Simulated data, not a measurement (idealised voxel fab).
Process module name: voxel capacitor over wiring
For reference, the cross-section in this document is cut, with width 225 nm and square cells of 5 nm.
Cross-section format: a grid of square cells, given as bands from top to bottom; each band is one or more rows of cells. In this notation a band is specified by the heights of its top and bottom, in that order and in nm, after which its materials appear from left to right, each paired with its width in nm. The word "throughout" attached to a single material means that material fills the band from edge to edge; the word "blank" stands for empty space. For the purposes of this specification, 0 denotes the height below which the wafer in its as-received condition is composed wholly of one material, and the lowermost band, lacking a lower limit, extends downward without end, as expressed in "0..down". The expression "30->40" gives the width at the extremes of the band, the first number at its top row of cells and the second at its bottom row, with the width changing by equal amounts from each row to the next in between. What does "no change occurred" mean for a step? It means no cell of the cross-section changed in that step. The entry titled "Sealed voids" provides the empty spaces that have no open way to the top, restricted to those of 8 cells or more. Each is presented as width x height at distance, the distance being measured from the left edge, with all three in nm. Where a step's line continues beyond its settings, the continuation is a remark by the simulator itself on that step. Each step line may optionally specify "overlay nm", which for a step with a mask gives the rightward distance between the mask's planned place and where it lay, a negative value indicating the leftward direction.
The process steps that were planned are listed below
1,RECEIVE, material Si
2,CONFORMAL_DEP, material SiO2, thk nm 10
3,DIRECTIONAL_DEP, material TiN, thk nm 5
4,DIRECTIONAL_DEP, material Ru, thk nm 15
5,DIRECTIONAL_DEP, material aC, thk nm 10
6,PATTERN, tone cover, mask id METAL_1, material resist, width nm 30, pitch nm 80, thk nm 25, overlay nm 0
7,DIRECTIONAL_ETCH, etch materials aC, depth nm 10
8,STRIP, etch materials resist
9,DIRECTIONAL_ETCH, etch materials Ru, depth nm 15
10,DIRECTIONAL_ETCH, etch materials TiN, depth nm 5
11,STRIP, etch materials aC
12,CONFORMAL_DEP, material SiCN, thk nm 5
13,FILL_DEP, material lowk, thk nm 10
14,CMP, height nm 30
15,CONFORMAL_DEP, material SiCN, thk nm 5
16,DIRECTIONAL_DEP, material SiO2, thk nm 20
17,MASKED_ETCH, tone open, mask id PLUG_1, width nm 15, etch materials SiO2, depth nm 20, overlay nm 0
18,MASKED_ETCH, tone open, mask id PLUG_1, width nm 15, etch materials SiCN, depth nm 5, overlay nm 0
19,EPI, material Ru, thk nm 10
20,EPI, material Ru, thk nm 10
21,EPI, material Ru, thk nm 5
22,DIRECTIONAL_DEP, material TiN, thk nm 10
23,DIRECTIONAL_DEP, material Al2O3, thk nm 5
24,DIRECTIONAL_DEP, material TiN, thk nm 5
25,DIRECTIONAL_DEP, material aC, thk nm 10
26,PATTERN, tone cover, mask id UPPER_PLATE, material resist, width nm 55, thk nm 30, overlay nm 0
27,DIRECTIONAL_ETCH, etch materials aC, depth nm 10
28,STRIP, etch materials resist
29,DIRECTIONAL_ETCH, etch materials TiN, depth nm 5
30,DIRECTIONAL_ETCH, etch materials Al2O3, depth nm 5
31,STRIP, etch materials aC
32,PATTERN, tone cover, mask id LOWER_PLATE, material resist, width nm 65, thk nm 15, overlay nm 0
33,DIRECTIONAL_ETCH, etch materials TiN, depth nm 10
34,STRIP, etch materials resist
35,FILL_DEP, material SiO2, thk nm 20
36,CMP, height nm 90
37,PATTERN, tone open, mask id PLUG_2, material resist, width nm 15, thk nm 20, overlay nm 0
38,DIRECTIONAL_ETCH, etch materials SiO2, depth nm 15
39,STRIP, etch materials resist
40,CONFORMAL_DEP, material TiN, thk nm 5
41,FILL_DEP, material Cu, thk nm 10
42,CMP, height nm 90
43,CONFORMAL_DEP, material SiCN, thk nm 5
Concerning the first of two wafers, which was run in accordance with the plan
Incoming wafer in cross-section (state: after step 1)
- 0..down  Si throughout
- Sealed voids: none
Wafer after step 2 (cross-section)
- 10..0  SiO2 throughout
- below 0: unchanged
Wafer after step 3 (cross-section)
- 15..10  TiN throughout
- below 10: unchanged
Wafer after step 4 (cross-section)
- 30..15  Ru throughout
- below 15: unchanged
Wafer after step 5 (cross-section)
- 40..30  aC throughout
- below 30: unchanged
Wafer after step 6 (cross-section)
- 65..40  55 nm blank; 30 nm resist; 50 nm blank; 30 nm resist; 60 nm blank
- below 40: unchanged
Wafer after step 7 (cross-section)
- 55..40  55 nm blank; 30 nm resist; 50 nm blank; 30 nm resist; 60 nm blank
- 40..30  55 nm blank; 30 nm aC; 50 nm blank; 30 nm aC; 60 nm blank
- below 30: unchanged
Wafer after step 8 (cross-section)
- 40..30  55 nm blank; 30 nm aC; 50 nm blank; 30 nm aC; 60 nm blank
- below 30: unchanged
Wafer after step 9 (cross-section)
- 40..30  55 nm blank; 30 nm aC; 50 nm blank; 30 nm aC; 60 nm blank
- 30..15  55 nm blank; 30 nm Ru; 50 nm blank; 30 nm Ru; 60 nm blank
- below 15: unchanged
Wafer after step 10 (cross-section)
- 40..30  55 nm blank; 30 nm aC; 50 nm blank; 30 nm aC; 60 nm blank
- 30..15  55 nm blank; 30 nm Ru; 50 nm blank; 30 nm Ru; 60 nm blank
- 15..10  55 nm blank; 30 nm TiN; 50 nm blank; 30 nm TiN; 60 nm blank
- below 10: unchanged
Wafer after step 11 (cross-section)
- 30..15  55 nm blank; 30 nm Ru; 50 nm blank; 30 nm Ru; 60 nm blank
- below 15: unchanged
Wafer after step 12 (cross-section)
- 35..30  50 nm blank; 40 nm SiCN; 40 nm blank; 40 nm SiCN; 55 nm blank
- 30..15  50 nm blank; 5 nm SiCN; 30 nm Ru; 5 nm SiCN; 40 nm blank; 5 nm SiCN; 30 nm Ru; 5 nm SiCN; 55 nm blank
- 15..10  55 nm SiCN; 30 nm TiN; 50 nm SiCN; 30 nm TiN; 60 nm SiCN
- below 10: unchanged
Wafer after step 13 (cross-section)
- 45..35  lowk throughout
- 35..30  50 nm lowk; 40 nm SiCN; 40 nm lowk; 40 nm SiCN; 55 nm lowk
- 30..15  50 nm lowk; 5 nm SiCN; 30 nm Ru; 5 nm SiCN; 40 nm lowk; 5 nm SiCN; 30 nm Ru; 5 nm SiCN; 55 nm lowk
- below 15: unchanged
Wafer after step 14 (cross-section)
- 30..15  50 nm lowk; 5 nm SiCN; 30 nm Ru; 5 nm SiCN; 40 nm lowk; 5 nm SiCN; 30 nm Ru; 5 nm SiCN; 55 nm lowk
- below 15: unchanged
Wafer after step 15 (cross-section)
- 35..30  SiCN throughout
- below 30: unchanged
Wafer after step 16 (cross-section)
- 55..35  SiO2 throughout
- below 35: unchanged
Wafer after step 17 (cross-section)
- 55..35  70 nm SiO2; 15 nm blank; 140 nm SiO2
- below 35: unchanged
Wafer after step 18 (cross-section)
- 55..35  70 nm SiO2; 15 nm blank; 140 nm SiO2
- 35..30  70 nm SiCN; 15 nm blank; 140 nm SiCN
- below 30: unchanged
Wafer after step 19 (cross-section)
- 55..40  70 nm SiO2; 15 nm blank; 140 nm SiO2
- 40..35  70 nm SiO2; 15 nm Ru; 140 nm SiO2
- 35..30  70 nm SiCN; 15 nm Ru; 140 nm SiCN
- below 30: unchanged
Wafer after step 20 (cross-section)
- 55..50  70 nm SiO2; 15 nm blank; 140 nm SiO2
- 50..35  70 nm SiO2; 15 nm Ru; 140 nm SiO2
- below 35: unchanged
Wafer after step 21 (cross-section)
- 55..35  70 nm SiO2; 15 nm Ru; 140 nm SiO2
- below 35: unchanged
Wafer after step 22 (cross-section)
- 65..55  TiN throughout
- below 55: unchanged
Wafer after step 23 (cross-section)
- 70..65  Al2O3 throughout
- below 65: unchanged
Wafer after step 24 (cross-section)
- 75..70  TiN throughout
- below 70: unchanged
Wafer after step 25 (cross-section)
- 85..75  aC throughout
- below 75: unchanged
Wafer after step 26 (cross-section)
- 115..85  70 nm blank; 55 nm resist; 100 nm blank
- below 85: unchanged
Wafer after step 27 (cross-section)
- 105..85  70 nm blank; 55 nm resist; 100 nm blank
- 85..75  70 nm blank; 55 nm aC; 100 nm blank
- below 75: unchanged
Wafer after step 28 (cross-section)
- 85..75  70 nm blank; 55 nm aC; 100 nm blank
- below 75: unchanged
Wafer after step 29 (cross-section)
- 85..75  70 nm blank; 55 nm aC; 100 nm blank
- 75..70  70 nm blank; 55 nm TiN; 100 nm blank
- below 70: unchanged
Wafer after step 30 (cross-section)
- 85..75  70 nm blank; 55 nm aC; 100 nm blank
- 75..70  70 nm blank; 55 nm TiN; 100 nm blank
- 70..65  70 nm blank; 55 nm Al2O3; 100 nm blank
- below 65: unchanged
Wafer after step 31 (cross-section)
- 75..70  70 nm blank; 55 nm TiN; 100 nm blank
- below 70: unchanged
Wafer after step 32 (cross-section)
- 90..75  65 nm blank; 65 nm resist; 95 nm blank
- 75..70  65 nm blank; 5 nm resist; 55 nm TiN; 5 nm resist; 95 nm blank
- 70..65  65 nm blank; 5 nm resist; 55 nm Al2O3; 5 nm resist; 95 nm blank
- below 65: unchanged
Wafer after step 33 (cross-section)
- 90..75  65 nm blank; 65 nm resist; 95 nm blank
- 75..70  65 nm blank; 5 nm resist; 55 nm TiN; 5 nm resist; 95 nm blank
- 70..65  65 nm blank; 5 nm resist; 55 nm Al2O3; 5 nm resist; 95 nm blank
- 65..55  65 nm blank; 65 nm TiN; 95 nm blank
- below 55: unchanged
Wafer after step 34 (cross-section)
- 75..70  70 nm blank; 55 nm TiN; 100 nm blank
- 70..65  70 nm blank; 55 nm Al2O3; 100 nm blank
- below 65: unchanged
Wafer after step 35 (cross-section)
- 95..75  SiO2 throughout
- 75..70  70 nm SiO2; 55 nm TiN; 100 nm SiO2
- 70..65  70 nm SiO2; 55 nm Al2O3; 100 nm SiO2
- 65..55  65 nm SiO2; 65 nm TiN; 95 nm SiO2
- below 55: unchanged
Wafer after step 36 (cross-section)
- 90..75  SiO2 throughout
- below 75: unchanged
Wafer after step 37 (cross-section)
- 110..90  80 nm resist; 15 nm blank; 130 nm resist
- below 90: unchanged
Wafer after step 38 (cross-section)
- 110..90  80 nm resist; 15 nm blank; 130 nm resist
- 90..75  80 nm SiO2; 15 nm blank; 130 nm SiO2
- below 75: unchanged
Wafer after step 39 (cross-section)
- 90..75  80 nm SiO2; 15 nm blank; 130 nm SiO2
- below 75: unchanged
Wafer after step 40 (cross-section)
- 95..90  85 nm TiN; 5 nm blank; 135 nm TiN
- 90..80  80 nm SiO2; 5 nm TiN; 5 nm blank; 5 nm TiN; 130 nm SiO2
- 80..70  80->70 nm SiO2; 15->55 nm TiN; 130->100 nm SiO2
- below 70: unchanged
Wafer after step 41 (cross-section)
- 105..95  Cu throughout
- 95..90  85 nm TiN; 5 nm Cu; 135 nm TiN
- 90..80  80 nm SiO2; 5 nm TiN; 5 nm Cu; 5 nm TiN; 130 nm SiO2
- below 80: unchanged
Wafer after step 42 (cross-section)
- 90..80  80 nm SiO2; 5 nm TiN; 5 nm Cu; 5 nm TiN; 130 nm SiO2
- below 80: unchanged
Wafer after step 43 (cross-section)
- 95..90  SiCN throughout
- below 90: unchanged
It is to be noted that the second wafer proceeded from the same initial state and according to the same plan as the first, although one mistake was committed in its execution; through step 22, inclusive, the two wafers share an identical history
Cross-section of the second wafer at the time by which step 23 should have been completed according to the plan: no change occurred
Cross-section of the second wafer at the time by which step 24 should have been completed according to the plan
- 70..55  TiN throughout
- below 55: unchanged
Cross-section of the second wafer at the time by which step 25 should have been completed according to the plan
- 80..70  aC throughout
- below 70: unchanged
Cross-section of the second wafer at the time by which step 26 should have been completed according to the plan
- 110..80  70 nm blank; 55 nm resist; 100 nm blank
- below 80: unchanged
Cross-section of the second wafer at the time by which step 27 should have been completed according to the plan
- 100..80  70 nm blank; 55 nm resist; 100 nm blank
- 80..70  70 nm blank; 55 nm aC; 100 nm blank
- below 70: unchanged
Cross-section of the second wafer at the time by which step 28 should have been completed according to the plan
- 80..70  70 nm blank; 55 nm aC; 100 nm blank
- below 70: unchanged
Cross-section of the second wafer at the time by which step 29 should have been completed according to the plan
- 80..70  70 nm blank; 55 nm aC; 100 nm blank
- 70..65  70 nm blank; 55 nm TiN; 100 nm blank
- below 65: unchanged
Cross-section of the second wafer at the time by which step 30 should have been completed according to the plan: no change occurred
Cross-section of the second wafer at the time by which step 31 should have been completed according to the plan
- 70..65  70 nm blank; 55 nm TiN; 100 nm blank
- below 65: unchanged
Cross-section of the second wafer at the time by which step 32 should have been completed according to the plan
- 85..70  65 nm blank; 65 nm resist; 95 nm blank
- 70..65  65 nm blank; 5 nm resist; 55 nm TiN; 5 nm resist; 95 nm blank
- below 65: unchanged
Cross-section of the second wafer at the time by which step 33 should have been completed according to the plan
- 85..70  65 nm blank; 65 nm resist; 95 nm blank
- 70..65  65 nm blank; 5 nm resist; 55 nm TiN; 5 nm resist; 95 nm blank
- 65..55  65 nm blank; 65 nm TiN; 95 nm blank
- below 55: unchanged
Cross-section of the second wafer at the time by which step 34 should have been completed according to the plan
- 70..65  70 nm blank; 55 nm TiN; 100 nm blank
- below 65: unchanged
Cross-section of the second wafer at the time by which step 35 should have been completed according to the plan
- 90..70  SiO2 throughout
- 70..65  70 nm SiO2; 55 nm TiN; 100 nm SiO2
- 65..55  65 nm SiO2; 65 nm TiN; 95 nm SiO2
- below 55: unchanged
Cross-section of the second wafer at the time by which step 36 should have been completed according to the plan: no change occurred
Cross-section of the second wafer at the time by which step 37 should have been completed according to the plan
- 110..90  80 nm resist; 15 nm blank; 130 nm resist
- below 90: unchanged
Cross-section of the second wafer at the time by which step 38 should have been completed according to the plan
- 110..90  80 nm resist; 15 nm blank; 130 nm resist
- 90..75  80 nm SiO2; 15 nm blank; 130 nm SiO2
- below 75: unchanged
Cross-section of the second wafer at the time by which step 39 should have been completed according to the plan
- 90..75  80 nm SiO2; 15 nm blank; 130 nm SiO2
- below 75: unchanged
Cross-section of the second wafer at the time by which step 40 should have been completed according to the plan
- 95..90  85 nm TiN; 5 nm blank; 135 nm TiN
- 90..80  80 nm SiO2; 5 nm TiN; 5 nm blank; 5 nm TiN; 130 nm SiO2
- 80..75  80 nm SiO2; 15 nm TiN; 130 nm SiO2
- below 75: unchanged
Cross-section of the second wafer at the time by which step 41 should have been completed according to the plan
- 105..95  Cu throughout
- 95..90  85 nm TiN; 5 nm Cu; 135 nm TiN
- 90..80  80 nm SiO2; 5 nm TiN; 5 nm Cu; 5 nm TiN; 130 nm SiO2
- below 80: unchanged
Cross-section of the second wafer at the time by which step 42 should have been completed according to the plan
- 90..80  80 nm SiO2; 5 nm TiN; 5 nm Cu; 5 nm TiN; 130 nm SiO2
- below 80: unchanged
Cross-section of the second wafer at the time by which step 43 should have been completed according to the plan
- 95..90  SiCN throughout
- below 90: unchanged
Finding, execution versus plan: it should be noted that step 23 of the plan was omitted and was not performed
Count the cells at the end and the second wafer has more or fewer of some materials than the first: 11 fewer of Al2O3 | 11 more of SiO2
